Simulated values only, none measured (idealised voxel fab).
Module name: voxel double patterning (process module)
The width of the displayed cross-section, cut, is 185 nm; its cells are square, with a size of 5 nm.
A cross-section is a grid of square cells, given in bands from the top down. A band is one or more rows of cells.
In this notation a band is specified by the heights of its top and bottom, in that order and in nm, after which its materials appear from left to right, each paired with its width in nm. The word "throughout" attached to a single material means that material fills the band from edge to edge; the word "air" stands for empty space.
Beneath 0, the wafer as received is one material, and that level is where height counting begins. The lowest band goes on downward without a bottom; it is written like "0 down".
A width such as "30->40" changes by the same amount from each row of cells to the next, from the band's top row to its bottom row.
Basically "no change occurred" means that step didn't change any cell in the cross-section.
The label "Sealed void list" introduces a list of the empty spaces, 8 cells or larger, that have no open way up to the top; each entry in it reads width x height at distance, where the distance is taken from the left edge and all three are stated in nm.
The remark found on a step's line after its settings is issued by the simulator itself and pertains to that step.
"overlay nm" answers the question of how far to the right of plan the mask lay on a step that has a mask, and when it is negative the answer is to the left.
### Steps in the process plan
1,RECEIVE with material Si
2,CONFORMAL_DEP with material SiO2, thk nm 5
3,DIRECTIONAL_DEP with material TiN, thk nm 15
4,DIRECTIONAL_DEP with material SiN, thk nm 10
5,DIRECTIONAL_DEP with material aC, thk nm 15
6,PATTERN with tone open, mask id FIRST, material resist, width nm 15, pitch nm 50, thk nm 30, overlay nm 0
7,DIRECTIONAL_ETCH with etch materials aC, depth nm 15
8,STRIP with etch materials resist
9,DIRECTIONAL_ETCH with etch materials SiN, depth nm 10
10,STRIP with etch materials aC
11,PATTERN with tone open, mask id SECOND, material resist, width nm 15, pitch nm 50, thk nm 20, overlay nm 0
12,DIRECTIONAL_ETCH with etch materials SiN, depth nm 10
13,STRIP with etch materials resist
14,DIRECTIONAL_ETCH with etch materials TiN, depth nm 15
15,STRIP with etch materials SiN
### Cross-section of the wafer at receipt, which is the condition after step 1
	0 down = Si throughout
	Sealed void list: none
### Sectioned view, first of two wafers, at the close of the module, processed as intended in the plan
	20 to 5 = TiN 35 nm | air 15 nm | TiN 10 nm | air 15 nm | TiN 10 nm | air 15 nm | TiN 10 nm | air 15 nm | TiN 10 nm | air 15 nm | TiN 35 nm
	5 to 0 = SiO2 throughout
	0 down = Si throughout
	Sealed void list: none
### Cross-section at end of module for the second wafer of two, which matched the first in starting point and plan and differed by one mistake in its processing
	20 to 15 = SiO2 throughout
	15 to 0 = TiN throughout
	0 down = Si throughout
	Sealed void list: none
Error vs. plan: steps 2 and 3 traded places in the executed sequence
Cell-count delta at end, second wafer over first, by material: +45 TiN
